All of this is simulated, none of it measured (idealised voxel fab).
Name of the process module below: voxel capacitor over wiring
The cross-section on display is named cut; it measures 225 nm wide, and its cells are 5 nm squares.
A cross-section in this document is a grid of square cells, and it is written down as bands, the top band listed before the ones below it; a band is made up of one or more rows of cells.
Band entry format. Leading values: height of top, height of bottom, nm. Remainder: materials in left-to-right order, each with its width in nm. Special words: "everywhere" on a single material, which then fills the band edge to edge; "empty", empty space.
All heights in this document are referenced to 0, defined as the level beneath which the wafer, as received, consists entirely of one material. The lowest band is not bounded below; it extends indefinitely downward and is written in the form "0 and below".
Width: "30->40" (first number = top row, second number = bottom row, same change from row to row of cells).
"no alterations made" means the step left every cell of the cross-section as it was.
"Closed cavity list" means: voids of 8 cells or more that are shut off from the top with no open way through. Written width x height at distance, distance from the left edge, in nm.
On a step's line, text after the settings is the simulator commenting on that step.
Each step line may optionally specify "overlay nm", which for a step with a mask gives the rightward distance between the mask's planned place and where it lay, a negative value indicating the leftward direction.
Below is the list of planned process steps
step 1: op RECEIVE | material Si
step 2: op CONFORMAL_DEP | material SiO2 | thk nm 10
step 3: op DIRECTIONAL_DEP | material TiN | thk nm 5
step 4: op DIRECTIONAL_DEP | material Ru | thk nm 20
step 5: op PATTERN | tone cover | mask id METAL_1 | material resist | width nm 25 | pitch nm 85 | thk nm 15 | overlay nm 0
step 6: op DIRECTIONAL_ETCH | etch materials Ru | depth nm 20
step 7: op DIRECTIONAL_ETCH | etch materials TiN | depth nm 5
step 8: op STRIP | etch materials resist
step 9: op CONFORMAL_DEP | material SiN | thk nm 5
step 10: op FILL_DEP | material SiO2 | thk nm 5
step 11: op CMP | height nm 35
step 12: op CONFORMAL_DEP | material SiCN | thk nm 5
step 13: op DIRECTIONAL_DEP | material lowk | thk nm 20
step 14: op DIRECTIONAL_DEP | material aC | thk nm 15
step 15: op PATTERN | tone open | mask id PLUG_1 | material resist | width nm 15 | thk nm 30 | overlay nm 0
step 16: op DIRECTIONAL_ETCH | etch materials aC | depth nm 15
step 17: op STRIP | etch materials resist
step 18: op DIRECTIONAL_ETCH | etch materials lowk | depth nm 20
step 19: op DIRECTIONAL_ETCH | etch materials SiCN | depth nm 5
step 20: op STRIP | etch materials aC
step 21: op CONFORMAL_DEP | material TiN | thk nm 5
step 22: op FILL_DEP | material W | thk nm 5
step 23: op CMP | height nm 60
step 24: op DIRECTIONAL_DEP | material TiN | thk nm 10
step 25: op DIRECTIONAL_DEP | material SiN | thk nm 5
step 26: op DIRECTIONAL_DEP | material TiN | thk nm 10
step 27: op MASKED_ETCH | tone cover | mask id UPPER_PLATE | width nm 65 | etch materials TiN | depth nm 10 | overlay nm 0
step 28: op MASKED_ETCH | tone cover | mask id UPPER_PLATE | width nm 65 | etch materials SiN | depth nm 5 | overlay nm 0
step 29: op DIRECTIONAL_DEP | material aC | thk nm 15
step 30: op PATTERN | tone cover | mask id LOWER_PLATE | material resist | width nm 75 | thk nm 30 | overlay nm 0
step 31: op DIRECTIONAL_ETCH | etch materials aC | depth nm 15
step 32: op STRIP | etch materials resist
step 33: op DIRECTIONAL_ETCH | etch materials TiN | depth nm 10
step 34: op STRIP | etch materials aC
step 35: op FILL_DEP | material SiO2 | thk nm 15
step 36: op CMP | height nm 95
step 37: op PATTERN | tone open | mask id PLUG_2 | material resist | width nm 15 | thk nm 15 | overlay nm 0
step 38: op DIRECTIONAL_ETCH | etch materials SiO2 | depth nm 10
step 39: op STRIP | etch materials resist
step 40: op CONFORMAL_DEP | material TiN | thk nm 5
step 41: op FILL_DEP | material Cu | thk nm 10
step 42: op CMP | height nm 95
step 43: op CONFORMAL_DEP | material SiCN | thk nm 5
Cross-section: wafer on arrival = after step 1
* 0 and below: Si everywhere
* Closed cavity list: none
Post-module cross-section: identical start and plan to those above, one misstep in execution
* 100 down to 95: SiCN everywhere
* 95 down to 90: SiO2 (75), TiN (5), Cu (5), TiN (5), SiO2 (135)
* 90 down to 85: SiO2 (75), TiN (15), SiO2 (135)
* 85 down to 75: SiO2 (65), TiN (65), SiO2 (95)
* 75 down to 65: SiO2 (60), TiN (75), SiO2 (90)
* 65 down to 60: SiN everywhere
* 60 down to 40: lowk (65), TiN (5), W (5), TiN (5), lowk (145)
* 40 down to 35: SiCN (65), TiN (15), SiCN (145)
* 35 down to 15: SiO2 (50), SiN (5), Ru (25), SiN (5), SiO2 (50), SiN (5), Ru (25), SiN (5), SiO2 (55)
* 15 down to 10: SiN (55), TiN (25), SiN (60), TiN (25), SiN (60)
* 10 down to 0: SiO2 everywhere
* 0 and below: Si everywhere
* Closed cavity list: none
Misprocessing identified: order of steps 24 and 25 inverted relative to the plan
